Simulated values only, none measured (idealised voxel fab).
Process module, titled voxel capacitor over wiring
Xsec cut, 220 nm wide, square cell size 5 nm.
Cross-section = grid of square cells, listed top down in bands; band = one or more rows.
Quick guide to a band line: top height, bottom height (nm) up front; then every material left to right with its width in nm. Only one material and it's marked "edge to edge"? Then it fills the band edge to edge. And "blank" just means empty space.
Heights are measured from 0, the level below which the as-received wafer is all one material; the lowest band has no bottom and continues downward, written as in "from 0 down".
The notation "30->40" denotes a width that varies across the rows of cells in the band, beginning at the first number in the top row, finishing at the second number in the bottom row, and changing by an identical amount from each row to the next.
What does "remained unchanged" mean for a step? It means no cell of the cross-section changed in that step.
The label "Voids lacking openings" introduces a list of the empty spaces, 8 cells or larger, that have no open way up to the top; each entry in it reads width x height at distance, where the distance is taken from the left edge and all three are stated in nm.
Note: text after step settings on the step line = simulator remark on that step.
overlay nm: right-of-plan distance of the mask on a masked step; negative values mean left-of-plan.
Read each pair as before and after one process step. The after cross-section shows only down to the lowest band that changed. The step between them and its settings are given below the pair. Pairs can come from different runs of this module on the same starting wafer. A pair continues from the pair above only where its "Pre-step snapshot" entry says so.
Pre-step snapshot
	from 30 to 15: 65 blank; 20 W; 50 blank; 20 W; 65 blank
	from 15 to 5: SiO2 edge to edge
	from 5 to 0: TiN edge to edge
	from 0 down: Si edge to edge
	Voids lacking openings: none
Resultant Cross-Section
	from 35 to 30: 60 blank; 30 SiCN; 40 blank; 30 SiCN; 60 blank
	from 30 to 20: 60 blank; 5 SiCN; 20 W; 5 SiCN; 40 blank; 5 SiCN; 20 W; 5 SiCN; 60 blank
	from 20 to 15: 65 SiCN; 20 W; 50 SiCN; 20 W; 65 SiCN
	Under 15: no change, same as before.
	Voids lacking openings: none
Can you say which step sits between the two cross-sections above? CONFORMAL_DEP (material SiCN; thk nm 5)
Pre-step snapshot: = after-state of the pair above.
Resultant Cross-Section
	from 40 to 35: SiO2 edge to edge
	from 35 to 30: 60 SiO2; 30 SiCN; 40 SiO2; 30 SiCN; 60 SiO2
	from 30 to 20: 60 SiO2; 5 SiCN; 20 W; 5 SiCN; 40 SiO2; 5 SiCN; 20 W; 5 SiCN; 60 SiO2
	Under 20: no change, same as before.
	Voids lacking openings: none
Can you say which step sits between the two cross-sections above? FILL_DEP (material SiO2; thk nm 5)
Pre-step snapshot: = after-state of the pair above.
Resultant Cross-Section
	from 30 to 20: 60 SiO2; 5 SiCN; 20 W; 5 SiCN; 40 SiO2; 5 SiCN; 20 W; 5 SiCN; 60 SiO2
	Under 20: no change, same as before.
	Voids lacking openings: none
Can you say which step sits between the two cross-sections above? CMP (height nm 30)
Pre-step snapshot: = after-state of the pair above.
Resultant Cross-Section
	from 35 to 30: SiCN edge to edge
	Under 30: no change, same as before.
	Voids lacking openings: none
Can you say which step sits between the two cross-sections above? CONFORMAL_DEP (material SiCN; thk nm 5)
Pre-step snapshot: = after-state of the pair above.
Resultant Cross-Section
	from 50 to 35: SiO2 edge to edge
	Under 35: no change, same as before.
	Voids lacking openings: none
Can you say which step sits between the two cross-sections above? DIRECTIONAL_DEP (material SiO2; thk nm 15)
Pre-step snapshot: = after-state of the pair above.
Resultant Cross-Section
	from 50 to 35: 70 SiO2; 15 blank; 135 SiO2
	Under 35: no change, same as before.
	Voids lacking openings: none
Can you say which step sits between the two cross-sections above? MASKED_ETCH (tone open; mask id PLUG_1; width nm 15; etch materials SiO2; depth nm 15; overlay nm 0)
Pre-step snapshot: = after-state of the pair above.
Resultant Cross-Section
	from 50 to 35: 70 SiO2; 15 blank; 135 SiO2
	from 35 to 30: 70 SiCN; 15 blank; 135 SiCN
	Under 30: no change, same as before.
	Voids lacking openings: none
Can you say which step sits between the two cross-sections above? MASKED_ETCH (tone open; mask id PLUG_1; width nm 15; etch materials SiCN; depth nm 5; overlay nm 0)
Pre-step snapshot: = after-state of the pair above.
Resultant Cross-Section
	from 55 to 50: 75 TiN; 5 blank; 140 TiN
	from 50 to 35: 70 SiO2; 5 TiN; 5 blank; 5 TiN; 135 SiO2
	from 35 to 30: 70 SiCN; 15 TiN; 135 SiCN
	Under 30: no change, same as before.
	Voids lacking openings: none
Can you say which step sits between the two cross-sections above? CONFORMAL_DEP (material TiN; thk nm 5)
Pre-step snapshot: = after-state of the pair above.
Resultant Cross-Section
	from 60 to 55: Ru edge to edge
	from 55 to 50: 75 TiN; 5 Ru; 140 TiN
	from 50 to 35: 70 SiO2; 5 TiN; 5 Ru; 5 TiN; 135 SiO2
	Under 35: no change, same as before.
	Voids lacking openings: none
Can you say which step sits between the two cross-sections above? FILL_DEP (material Ru; thk nm 5)
Pre-step snapshot: = after-state of the pair above.
Resultant Cross-Section
	from 50 to 35: 70 SiO2; 5 TiN; 5 Ru; 5 TiN; 135 SiO2
	Under 35: no change, same as before.
	Voids lacking openings: none
Can you say which step sits between the two cross-sections above? CMP (height nm 50)
Pre-step snapshot: = after-state of the pair above.
Resultant Cross-Section
	from 60 to 50: TiN edge to edge
	Under 50: no change, same as before.
	Voids lacking openings: none
Can you say which step sits between the two cross-sections above? DIRECTIONAL_DEP (material TiN; thk nm 10)
Pre-step snapshot: = after-state of the pair above.
Resultant Cross-Section
	from 65 to 60: HfO2 edge to edge
	Under 60: no change, same as before.
	Voids lacking openings: none
Can you say which step sits between the two cross-sections above? DIRECTIONAL_DEP (material HfO2; thk nm 5)
Pre-step snapshot: = after-state of the pair above.
Resultant Cross-Section
	from 70 to 65: TiN edge to edge
	Under 65: no change, same as before.
	Voids lacking openings: none
Can you say which step sits between the two cross-sections above? DIRECTIONAL_DEP (material TiN; thk nm 5)
Pre-step snapshot: = after-state of the pair above.
Resultant Cross-Section
	from 85 to 70: 70 blank; 55 resist; 95 blank
	Under 70: no change, same as before.
	Voids lacking openings: none
Can you say which step sits between the two cross-sections above? PATTERN (tone cover; mask id UPPER_PLATE; material resist; width nm 55; thk nm 15; overlay nm 0)
Pre-step snapshot: = after-state of the pair above.
Resultant Cross-Section
	from 85 to 70: 70 blank; 55 resist; 95 blank
	from 70 to 65: 70 blank; 55 TiN; 95 blank
	Under 65: no change, same as before.
	Voids lacking openings: none
Can you say which step sits between the two cross-sections above? DIRECTIONAL_ETCH (etch materials TiN; depth nm 5)
Pre-step snapshot: = after-state of the pair above.
Resultant Cross-Section
	from 85 to 70: 70 blank; 55 resist; 95 blank
	from 70 to 65: 70 blank; 55 TiN; 95 blank
	from 65 to 60: 70 blank; 55 HfO2; 95 blank
	Under 60: no change, same as before.
	Voids lacking openings: none
Can you say which step sits between the two cross-sections above? DIRECTIONAL_ETCH (etch materials HfO2; depth nm 5)
Pre-step snapshot: = after-state of the pair above.
Resultant Cross-Section
	from 70 to 65: 70 blank; 55 TiN; 95 blank
	Under 65: no change, same as before.
	Voids lacking openings: none
Can you say which step sits between the two cross-sections above? STRIP (etch materials resist)
Pre-step snapshot: = after-state of the pair above.
Resultant Cross-Section
	from 80 to 70: 70 blank; 55 aC; 95 blank
	from 70 to 65: 70 aC; 55 TiN; 95 aC
	from 65 to 60: 70 aC; 55 HfO2; 95 aC
	Under 60: no change, same as before.
	Voids lacking openings: none
Can you say which step sits between the two cross-sections above? DIRECTIONAL_DEP (material aC; thk nm 10)
Pre-step snapshot: = after-state of the pair above.
Resultant Cross-Section
	from 105 to 80: 65 blank; 65 resist; 90 blank
	from 80 to 70: 65 blank; 5 resist; 55 aC; 5 resist; 90 blank
	Under 70: no change, same as before.
	Voids lacking openings: none
Can you say which step sits between the two cross-sections above? PATTERN (tone cover; mask id LOWER_PLATE; material resist; width nm 65; thk nm 25; overlay nm 0)
Pre-step snapshot: = after-state of the pair above.
Resultant Cross-Section
	from 95 to 80: 65 blank; 65 resist; 90 blank
	from 80 to 70: 65 blank; 5 resist; 55 aC; 5 resist; 90 blank
	from 70 to 65: 65 blank; 5 aC; 55 TiN; 5 aC; 90 blank
	from 65 to 60: 65 blank; 5 aC; 55 HfO2; 5 aC; 90 blank
	Under 60: no change, same as before.
	Voids lacking openings: none
Can you say which step sits between the two cross-sections above? DIRECTIONAL_ETCH (etch materials aC; depth nm 10)
Pre-step snapshot: = after-state of the pair above.
Resultant Cross-Section
	from 80 to 70: 70 blank; 55 aC; 95 blank
	Under 70: no change, same as before.
	Voids lacking openings: none
Can you say which step sits between the two cross-sections above? STRIP (etch materials resist)
Pre-step snapshot: = after-state of the pair above.
Resultant Cross-Section
	from 80 to 70: 70 blank; 55 aC; 95 blank
	from 70 to 65: 65 blank; 5 aC; 55 TiN; 5 aC; 90 blank
	from 65 to 60: 65 blank; 5 aC; 55 HfO2; 5 aC; 90 blank
	from 60 to 50: 65 blank; 65 TiN; 90 blank
	Under 50: no change, same as before.
	Voids lacking openings: none
Can you say which step sits between the two cross-sections above? DIRECTIONAL_ETCH (etch materials TiN; depth nm 10)
Pre-step snapshot: = after-state of the pair above.
Resultant Cross-Section
	from 70 to 65: 70 blank; 55 TiN; 95 blank
	from 65 to 60: 70 blank; 55 HfO2; 95 blank
	Under 60: no change, same as before.
	Voids lacking openings: none
Can you say which step sits between the two cross-sections above? STRIP (etch materials aC)
Pre-step snapshot: = after-state of the pair above.
Resultant Cross-Section
	from 85 to 70: SiO2 edge to edge
	from 70 to 65: 70 SiO2; 55 TiN; 95 SiO2
	from 65 to 60: 70 SiO2; 55 HfO2; 95 SiO2
	from 60 to 50: 65 SiO2; 65 TiN; 90 SiO2
	Under 50: no change, same as before.
	Voids lacking openings: none
Can you say which step sits between the two cross-sections above? FILL_DEP (material SiO2; thk nm 15)
Pre-step snapshot: = after-state of the pair above.
Resultant Cross-Section
	from 80 to 70: SiO2 edge to edge
	Under 70: no change, same as before.
	Voids lacking openings: none
Can you say which step sits between the two cross-sections above? CMP (height nm 80)
Pre-step snapshot: = after-state of the pair above.
Resultant Cross-Section
	from 100 to 80: 80 resist; 15 blank; 125 resist
	Under 80: no change, same as before.
	Voids lacking openings: none
Can you say which step sits between the two cross-sections above? PATTERN (tone open; mask id PLUG_2; material resist; width nm 15; thk nm 20; overlay nm 0)
Pre-step snapshot: = after-state of the pair above.
Resultant Cross-Section
	from 100 to 80: 80 resist; 15 blank; 125 resist
	from 80 to 70: 80 SiO2; 15 blank; 125 SiO2
	Under 70: no change, same as before.
	Voids lacking openings: none
Can you say which step sits between the two cross-sections above? DIRECTIONAL_ETCH (etch materials SiO2; depth nm 10)
Pre-step snapshot: = after-state of the pair above.
Resultant Cross-Section
	from 80 to 70: 80 SiO2; 15 blank; 125 SiO2
	Under 70: no change, same as before.
	Voids lacking openings: none
Can you say which step sits between the two cross-sections above? STRIP (etch materials resist)
Pre-step snapshot: = after-state of the pair above.
Resultant Cross-Section
	from 85 to 80: 85 TiN; 5 blank; 130 TiN
	from 80 to 75: 80 SiO2; 5 TiN; 5 blank; 5 TiN; 125 SiO2
	from 75 to 65: 80->70 SiO2; 15->55 TiN; 125->95 SiO2
	Under 65: no change, same as before.
	Voids lacking openings: none
Can you say which step sits between the two cross-sections above? CONFORMAL_DEP (material TiN; thk nm 5)
Pre-step snapshot: = after-state of the pair above.
Resultant Cross-Section
	from 95 to 85: Ru edge to edge
	from 85 to 80: 85 TiN; 5 Ru; 130 TiN
	from 80 to 75: 80 SiO2; 5 TiN; 5 Ru; 5 TiN; 125 SiO2
	Under 75: no change, same as before.
	Voids lacking openings: none
Can you say which step sits between the two cross-sections above? FILL_DEP (material Ru; thk nm 10)
Pre-step snapshot: = after-state of the pair above.
Resultant Cross-Section
	from 80 to 75: 80 SiO2; 5 TiN; 5 Ru; 5 TiN; 125 SiO2
	Under 75: no change, same as before.
	Voids lacking openings: none
Can you say which step sits between the two cross-sections above? CMP (height nm 80)
Pre-step snapshot: = after-state of the pair above.
Resultant Cross-Section
	from 85 to 80: SiN edge to edge
	Under 80: no change, same as before.
	Voids lacking openings: none
Can you say which step sits between the two cross-sections above? CONFORMAL_DEP (material SiN; thk nm 5)
Pre-step snapshot
	from 30 to 15: 65 blank; 20 W; 50 blank; 20 W; 65 blank
	from 15 to 10: 65 blank; 20 TiN; 50 blank; 20 TiN; 65 blank
	from 10 to 0: SiO2 edge to edge
	from 0 down: Si edge to edge
	Voids lacking openings: none
Resultant Cross-Section
	from 45 to 30: 50 blank; 50 SiCN; 20 blank; 50 SiCN; 50 blank
	from 30 to 25: 50 blank; 15 SiCN; 20 W; 15 SiCN; 20 blank; 15 SiCN; 20 W; 15 SiCN; 50 blank
	from 25 to 15: 65 SiCN; 20 W; 50 SiCN; 20 W; 65 SiCN
	from 15 to 10: 65 SiCN; 20 TiN; 50 SiCN; 20 TiN; 65 SiCN
	Under 10: no change, same as before.
	Voids lacking openings: none
Can you say which step sits between the two cross-sections above? CONFORMAL_DEP (material SiCN; thk nm 15)
Pre-step snapshot: = after-state of the pair above.
Resultant Cross-Section
	from 50 to 45: SiO2 edge to edge
	from 45 to 30: 50 SiO2; 50 SiCN; 20 SiO2; 50 SiCN; 50 SiO2
	from 30 to 25: 50 SiO2; 15 SiCN; 20 W; 15 SiCN; 20 SiO2; 15 SiCN; 20 W; 15 SiCN; 50 SiO2
	Under 25: no change, same as before.
	Voids lacking openings: none
Can you say which step sits between the two cross-sections above? FILL_DEP (material SiO2; thk nm 5)
Pre-step snapshot: = after-state of the pair above.
Resultant Cross-Section
	from 30 to 25: 50 SiO2; 15 SiCN; 20 W; 15 SiCN; 20 SiO2; 15 SiCN; 20 W; 15 SiCN; 50 SiO2
	Under 25: no change, same as before.
	Voids lacking openings: none
Can you say which step sits between the two cross-sections above? CMP (height nm 30)
Pre-step snapshot: = after-state of the pair above.
Resultant Cross-Section
	from 35 to 30: SiCN edge to edge
	Under 30: no change, same as before.
	Voids lacking openings: none
Can you say which step sits between the two cross-sections above? CONFORMAL_DEP (material SiCN; thk nm 5)
Pre-step snapshot: = after-state of the pair above.
Resultant Cross-Section
	from 50 to 35: SiO2 edge to edge
	Under 35: no change, same as before.
	Voids lacking openings: none
Can you say which step sits between the two cross-sections above? DIRECTIONAL_DEP (material SiO2; thk nm 15)
Pre-step snapshot: = after-state of the pair above.
Resultant Cross-Section
	from 50 to 35: 70 SiO2; 15 blank; 135 SiO2
	Under 35: no change, same as before.
	Voids lacking openings: none
Can you say which step sits between the two cross-sections above? MASKED_ETCH (tone open; mask id PLUG_1; width nm 15; etch materials SiO2; depth nm 15; overlay nm 0)
Pre-step snapshot: = after-state of the pair above.
Resultant Cross-Section
	from 50 to 35: 70 SiO2; 15 blank; 135 SiO2
	from 35 to 30: 70 SiCN; 15 blank; 135 SiCN
	Under 30: no change, same as before.
	Voids lacking openings: none
Can you say which step sits between the two cross-sections above? MASKED_ETCH (tone open; mask id PLUG_1; width nm 15; etch materials SiCN; depth nm 5; overlay nm 0)
Pre-step snapshot: = after-state of the pair above.
Resultant Cross-Section
	from 55 to 50: 75 TiN; 5 blank; 140 TiN
	from 50 to 35: 70 SiO2; 5 TiN; 5 blank; 5 TiN; 135 SiO2
	from 35 to 30: 70 SiCN; 15 TiN; 135 SiCN
	Under 30: no change, same as before.
	Voids lacking openings: none
Can you say which step sits between the two cross-sections above? CONFORMAL_DEP (material TiN; thk nm 5)
Pre-step snapshot: = after-state of the pair above.
Resultant Cross-Section
	from 60 to 55: Ru edge to edge
	from 55 to 50: 75 TiN; 5 Ru; 140 TiN
	from 50 to 35: 70 SiO2; 5 TiN; 5 Ru; 5 TiN; 135 SiO2
	Under 35: no change, same as before.
	Voids lacking openings: none
Can you say which step sits between the two cross-sections above? FILL_DEP (material Ru; thk nm 5)
Pre-step snapshot: = after-state of the pair above.
Resultant Cross-Section
	from 50 to 35: 70 SiO2; 5 TiN; 5 Ru; 5 TiN; 135 SiO2
	Under 35: no change, same as before.
	Voids lacking openings: none
Can you say which step sits between the two cross-sections above? CMP (height nm 50)
Pre-step snapshot: = after-state of the pair above.
Resultant Cross-Section
	from 60 to 50: TiN edge to edge
	Under 50: no change, same as before.
	Voids lacking openings: none
Can you say which step sits between the two cross-sections above? DIRECTIONAL_DEP (material TiN; thk nm 10)
Pre-step snapshot: = after-state of the pair above.
Resultant Cross-Section
	from 65 to 60: HfO2 edge to edge
	Under 60: no change, same as before.
	Voids lacking openings: none
Can you say which step sits between the two cross-sections above? DIRECTIONAL_DEP (material HfO2; thk nm 5)
Pre-step snapshot: = after-state of the pair above.
Resultant Cross-Section
	from 70 to 65: TiN edge to edge
	Under 65: no change, same as before.
	Voids lacking openings: none
Can you say which step sits between the two cross-sections above? DIRECTIONAL_DEP (material TiN; thk nm 5)
Pre-step snapshot: = after-state of the pair above.
Resultant Cross-Section
	from 85 to 70: 70 blank; 55 resist; 95 blank
	Under 70: no change, same as before.
	Voids lacking openings: none
Can you say which step sits between the two cross-sections above? PATTERN (tone cover; mask id UPPER_PLATE; material resist; width nm 55; thk nm 15; overlay nm 0)
Pre-step snapshot: = after-state of the pair above.
Resultant Cross-Section
	from 85 to 70: 70 blank; 55 resist; 95 blank
	from 70 to 65: 70 blank; 55 TiN; 95 blank
	Under 65: no change, same as before.
	Voids lacking openings: none
Can you say which step sits between the two cross-sections above? DIRECTIONAL_ETCH (etch materials TiN; depth nm 5)
Pre-step snapshot: = after-state of the pair above.
Resultant Cross-Section
	from 85 to 70: 70 blank; 55 resist; 95 blank
	from 70 to 65: 70 blank; 55 TiN; 95 blank
	from 65 to 60: 70 blank; 55 HfO2; 95 blank
	Under 60: no change, same as before.
	Voids lacking openings: none
Can you say which step sits between the two cross-sections above? DIRECTIONAL_ETCH (etch materials HfO2; depth nm 5)
Pre-step snapshot: = after-state of the pair above.
Resultant Cross-Section
	from 70 to 65: 70 blank; 55 TiN; 95 blank
	Under 65: no change, same as before.
	Voids lacking openings: none
Can you say which step sits between the two cross-sections above? STRIP (etch materials resist)
Pre-step snapshot: = after-state of the pair above.
Resultant Cross-Section
	from 80 to 70: 70 blank; 55 aC; 95 blank
	from 70 to 65: 70 aC; 55 TiN; 95 aC
	from 65 to 60: 70 aC; 55 HfO2; 95 aC
	Under 60: no change, same as before.
	Voids lacking openings: none
Can you say which step sits between the two cross-sections above? DIRECTIONAL_DEP (material aC; thk nm 10)
Pre-step snapshot: = after-state of the pair above.
Resultant Cross-Section
	from 105 to 80: 65 blank; 65 resist; 90 blank
	from 80 to 70: 65 blank; 5 resist; 55 aC; 5 resist; 90 blank
	Under 70: no change, same as before.
	Voids lacking openings: none
Can you say which step sits between the two cross-sections above? PATTERN (tone cover; mask id LOWER_PLATE; material resist; width nm 65; thk nm 25; overlay nm 0)
Pre-step snapshot: = after-state of the pair above.
Resultant Cross-Section
	from 95 to 80: 65 blank; 65 resist; 90 blank
	from 80 to 70: 65 blank; 5 resist; 55 aC; 5 resist; 90 blank
	from 70 to 65: 65 blank; 5 aC; 55 TiN; 5 aC; 90 blank
	from 65 to 60: 65 blank; 5 aC; 55 HfO2; 5 aC; 90 blank
	Under 60: no change, same as before.
	Voids lacking openings: none
Can you say which step sits between the two cross-sections above? DIRECTIONAL_ETCH (etch materials aC; depth nm 10)
Pre-step snapshot: = after-state of the pair above.
Resultant Cross-Section
	from 80 to 70: 70 blank; 55 aC; 95 blank
	Under 70: no change, same as before.
	Voids lacking openings: none
Can you say which step sits between the two cross-sections above? STRIP (etch materials resist)
Pre-step snapshot: = after-state of the pair above.
Resultant Cross-Section
	from 80 to 70: 70 blank; 55 aC; 95 blank
	from 70 to 65: 65 blank; 5 aC; 55 TiN; 5 aC; 90 blank
	from 65 to 60: 65 blank; 5 aC; 55 HfO2; 5 aC; 90 blank
	from 60 to 50: 65 blank; 65 TiN; 90 blank
	Under 50: no change, same as before.
	Voids lacking openings: none
Can you say which step sits between the two cross-sections above? DIRECTIONAL_ETCH (etch materials TiN; depth nm 10)
Pre-step snapshot: = after-state of the pair above.
Resultant Cross-Section
	from 70 to 65: 70 blank; 55 TiN; 95 blank
	from 65 to 60: 70 blank; 55 HfO2; 95 blank
	Under 60: no change, same as before.
	Voids lacking openings: none
Can you say which step sits between the two cross-sections above? STRIP (etch materials aC)
Pre-step snapshot: = after-state of the pair above.
Resultant Cross-Section
	from 85 to 70: SiO2 edge to edge
	from 70 to 65: 70 SiO2; 55 TiN; 95 SiO2
	from 65 to 60: 70 SiO2; 55 HfO2; 95 SiO2
	from 60 to 50: 65 SiO2; 65 TiN; 90 SiO2
	Under 50: no change, same as before.
	Voids lacking openings: none
Can you say which step sits between the two cross-sections above? FILL_DEP (material SiO2; thk nm 15)
Pre-step snapshot: = after-state of the pair above.
Resultant Cross-Section
	from 80 to 70: SiO2 edge to edge
	Under 70: no change, same as before.
	Voids lacking openings: none
Can you say which step sits between the two cross-sections above? CMP (height nm 80)
Pre-step snapshot: = after-state of the pair above.
Resultant Cross-Section
	from 100 to 80: 80 resist; 15 blank; 125 resist
	Under 80: no change, same as before.
	Voids lacking openings: none
Can you say which step sits between the two cross-sections above? PATTERN (tone open; mask id PLUG_2; material resist; width nm 15; thk nm 20; overlay nm 0)
Pre-step snapshot: = after-state of the pair above.
Resultant Cross-Section
	from 100 to 80: 80 resist; 15 blank; 125 resist
	from 80 to 70: 80 SiO2; 15 blank; 125 SiO2
	Under 70: no change, same as before.
	Voids lacking openings: none
Can you say which step sits between the two cross-sections above? DIRECTIONAL_ETCH (etch materials SiO2; depth nm 10)
Pre-step snapshot: = after-state of the pair above.
Resultant Cross-Section
	from 80 to 70: 80 SiO2; 15 blank; 125 SiO2
	Under 70: no change, same as before.
	Voids lacking openings: none
Can you say which step sits between the two cross-sections above? STRIP (etch materials resist)
Pre-step snapshot: = after-state of the pair above.
Resultant Cross-Section
	from 85 to 80: 85 TiN; 5 blank; 130 TiN
	from 80 to 75: 80 SiO2; 5 TiN; 5 blank; 5 TiN; 125 SiO2
	from 75 to 65: 80->70 SiO2; 15->55 TiN; 125->95 SiO2
	Under 65: no change, same as before.
	Voids lacking openings: none
Can you say which step sits between the two cross-sections above? CONFORMAL_DEP (material TiN; thk nm 5)
Pre-step snapshot: = after-state of the pair above.
Resultant Cross-Section
	from 95 to 85: Ru edge to edge
	from 85 to 80: 85 TiN; 5 Ru; 130 TiN
	from 80 to 75: 80 SiO2; 5 TiN; 5 Ru; 5 TiN; 125 SiO2
	Under 75: no change, same as before.
	Voids lacking openings: none
Can you say which step sits between the two cross-sections above? FILL_DEP (material Ru; thk nm 10)
Pre-step snapshot: = after-state of the pair above.
Resultant Cross-Section
	from 80 to 75: 80 SiO2; 5 TiN; 5 Ru; 5 TiN; 125 SiO2
	Under 75: no change, same as before.
	Voids lacking openings: none
Can you say which step sits between the two cross-sections above? CMP (height nm 80)
Pre-step snapshot: = after-state of the pair above.
Resultant Cross-Section
	from 85 to 80: SiN edge to edge
	Under 80: no change, same as before.
	Voids lacking openings: none
Can you say which step sits between the two cross-sections above? CONFORMAL_DEP (material SiN; thk nm 5)
Pre-step snapshot
	from 70 to 65: TiN edge to edge
	from 65 to 60: HfO2 edge to edge
	from 60 to 50: TiN edge to edge
	from 50 to 35: 70 SiO2; 5 TiN; 5 Ru; 5 TiN; 135 SiO2
	from 35 to 30: 70 SiCN; 15 TiN; 135 SiCN
	from 30 to 15: 60 SiO2; 5 SiCN; 20 W; 5 SiCN; 40 SiO2; 5 SiCN; 20 W; 5 SiCN; 60 SiO2
	from 15 to 10: 65 SiCN; 20 TiN; 50 SiCN; 20 TiN; 65 SiCN
	from 10 to 0: SiO2 edge to edge
	from 0 down: Si edge to edge
	Voids lacking openings: none
Resultant Cross-Section
	from 85 to 70: 75 blank; 45 resist; 100 blank
	Under 70: no change, same as before.
	Voids lacking openings: none
Can you say which step sits between the two cross-sections above? PATTERN (tone cover; mask id UPPER_PLATE; material resist; width nm 45; thk nm 15; overlay nm 0)
Pre-step snapshot: = after-state of the pair above.
Resultant Cross-Section
	from 85 to 70: 75 blank; 45 resist; 100 blank
	from 70 to 65: 75 blank; 45 TiN; 100 blank
	Under 65: no change, same as before.
	Voids lacking openings: none
Can you say which step sits between the two cross-sections above? DIRECTIONAL_ETCH (etch materials TiN; depth nm 5)
Pre-step snapshot: = after-state of the pair above.
Resultant Cross-Section
	from 85 to 70: 75 blank; 45 resist; 100 blank
	from 70 to 65: 75 blank; 45 TiN; 100 blank
	from 65 to 60: 75 blank; 45 HfO2; 100 blank
	Under 60: no change, same as before.
	Voids lacking openings: none
Can you say which step sits between the two cross-sections above? DIRECTIONAL_ETCH (etch materials HfO2; depth nm 5)
Pre-step snapshot: = after-state of the pair above.
Resultant Cross-Section
	from 70 to 65: 75 blank; 45 TiN; 100 blank
	Under 65: no change, same as before.
	Voids lacking openings: none
Can you say which step sits between the two cross-sections above? STRIP (etch materials resist)
Pre-step snapshot: = after-state of the pair above.
Resultant Cross-Section
	from 80 to 70: 75 blank; 45 aC; 100 blank
	from 70 to 65: 75 aC; 45 TiN; 100 aC
	from 65 to 60: 75 aC; 45 HfO2; 100 aC
	Under 60: no change, same as before.
	Voids lacking openings: none
Can you say which step sits between the two cross-sections above? DIRECTIONAL_DEP (material aC; thk nm 10)
Pre-step snapshot: = after-state of the pair above.
Resultant Cross-Section
	from 105 to 80: 65 blank; 65 resist; 90 blank
	from 80 to 70: 65 blank; 10 resist; 45 aC; 10 resist; 90 blank
	Under 70: no change, same as before.
	Voids lacking openings: none
Can you say which step sits between the two cross-sections above? PATTERN (tone cover; mask id LOWER_PLATE; material resist; width nm 65; thk nm 25; overlay nm 0)
Pre-step snapshot: = after-state of the pair above.
Resultant Cross-Section
	from 95 to 80: 65 blank; 65 resist; 90 blank
	from 80 to 70: 65 blank; 10 resist; 45 aC; 10 resist; 90 blank
	from 70 to 65: 65 blank; 10 aC; 45 TiN; 10 aC; 90 blank
	from 65 to 60: 65 blank; 10 aC; 45 HfO2; 10 aC; 90 blank
	Under 60: no change, same as before.
	Voids lacking openings: none
Can you say which step sits between the two cross-sections above? DIRECTIONAL_ETCH (etch materials aC; depth nm 10)
Pre-step snapshot: = after-state of the pair above.
Resultant Cross-Section
	from 80 to 70: 75 blank; 45 aC; 100 blank
	Under 70: no change, same as before.
	Voids lacking openings: none
Can you say which step sits between the two cross-sections above? STRIP (etch materials resist)
Pre-step snapshot: = after-state of the pair above.
Resultant Cross-Section
	from 80 to 70: 75 blank; 45 aC; 100 blank
	from 70 to 65: 65 blank; 10 aC; 45 TiN; 10 aC; 90 blank
	from 65 to 60: 65 blank; 10 aC; 45 HfO2; 10 aC; 90 blank
	from 60 to 50: 65 blank; 65 TiN; 90 blank
	Under 50: no change, same as before.
	Voids lacking openings: none
Can you say which step sits between the two cross-sections above? DIRECTIONAL_ETCH (etch materials TiN; depth nm 10)
Pre-step snapshot: = after-state of the pair above.
Resultant Cross-Section
	from 70 to 65: 75 blank; 45 TiN; 100 blank
	from 65 to 60: 75 blank; 45 HfO2; 100 blank
	Under 60: no change, same as before.
	Voids lacking openings: none
Can you say which step sits between the two cross-sections above? STRIP (etch materials aC)
Pre-step snapshot: = after-state of the pair above.
Resultant Cross-Section
	from 85 to 70: SiO2 edge to edge
	from 70 to 65: 75 SiO2; 45 TiN; 100 SiO2
	from 65 to 60: 75 SiO2; 45 HfO2; 100 SiO2
	from 60 to 50: 65 SiO2; 65 TiN; 90 SiO2
	Under 50: no change, same as before.
	Voids lacking openings: none
Can you say which step sits between the two cross-sections above? FILL_DEP (material SiO2; thk nm 15)
Pre-step snapshot: = after-state of the pair above.
Resultant Cross-Section
	from 80 to 70: SiO2 edge to edge
	Under 70: no change, same as before.
	Voids lacking openings: none
Can you say which step sits between the two cross-sections above? CMP (height nm 80)
Pre-step snapshot: = after-state of the pair above.
Resultant Cross-Section
	from 100 to 80: 80 resist; 15 blank; 125 resist
	Under 80: no change, same as before.
	Voids lacking openings: none
Can you say which step sits between the two cross-sections above? PATTERN (tone open; mask id PLUG_2; material resist; width nm 15; thk nm 20; overlay nm 0)
Pre-step snapshot: = after-state of the pair above.
Resultant Cross-Section
	from 100 to 80: 80 resist; 15 blank; 125 resist
	from 80 to 70: 80 SiO2; 15 blank; 125 SiO2
	Under 70: no change, same as before.
	Voids lacking openings: none
Can you say which step sits between the two cross-sections above? DIRECTIONAL_ETCH (etch materials SiO2; depth nm 10)
Pre-step snapshot: = after-state of the pair above.
Resultant Cross-Section
	from 80 to 70: 80 SiO2; 15 blank; 125 SiO2
	Under 70: no change, same as before.
	Voids lacking openings: none
Can you say which step sits between the two cross-sections above? STRIP (etch materials resist)
Pre-step snapshot: = after-state of the pair above.
Resultant Cross-Section
	from 85 to 80: 85 TiN; 5 blank; 130 TiN
	from 80 to 75: 80 SiO2; 5 TiN; 5 blank; 5 TiN; 125 SiO2
	from 75 to 65: 80->75 SiO2; 15->45 TiN; 125->100 SiO2
	Under 65: no change, same as before.
	Voids lacking openings: none
Can you say which step sits between the two cross-sections above? CONFORMAL_DEP (material TiN; thk nm 5)
Pre-step snapshot: = after-state of the pair above.
Resultant Cross-Section
	from 95 to 85: Ru edge to edge
	from 85 to 80: 85 TiN; 5 Ru; 130 TiN
	from 80 to 75: 80 SiO2; 5 TiN; 5 Ru; 5 TiN; 125 SiO2
	Under 75: no change, same as before.
	Voids lacking openings: none
Can you say which step sits between the two cross-sections above? FILL_DEP (material Ru; thk nm 10)
Pre-step snapshot: = after-state of the pair above.
Resultant Cross-Section
	from 80 to 75: 80 SiO2; 5 TiN; 5 Ru; 5 TiN; 125 SiO2
	Under 75: no change, same as before.
	Voids lacking openings: none
Can you say which step sits between the two cross-sections above? CMP (height nm 80)
Pre-step snapshot: = after-state of the pair above.
Resultant Cross-Section
	from 85 to 80: SiN edge to edge
	Under 80: no change, same as before.
	Voids lacking openings: none
Can you say which step sits between the two cross-sections above? CONFORMAL_DEP (material SiN; thk nm 5)
Pre-step snapshot
	from 50 to 35: SiO2 edge to edge
	from 35 to 30: SiCN edge to edge
	from 30 to 15: 60 SiO2; 5 SiCN; 20 W; 5 SiCN; 40 SiO2; 5 SiCN; 20 W; 5 SiCN; 60 SiO2
	from 15 to 10: 65 SiCN; 20 TiN; 50 SiCN; 20 TiN; 65 SiCN
	from 10 to 0: SiO2 edge to edge
	from 0 down: Si edge to edge
	Voids lacking openings: none
Resultant Cross-Section
	from 50 to 35: 65 SiO2; 15 blank; 140 SiO2
	Under 35: no change, same as before.
	Voids lacking openings: none
Can you say which step sits between the two cross-sections above? MASKED_ETCH (tone open; mask id PLUG_1; width nm 15; etch materials SiO2; depth nm 15; overlay nm -5)
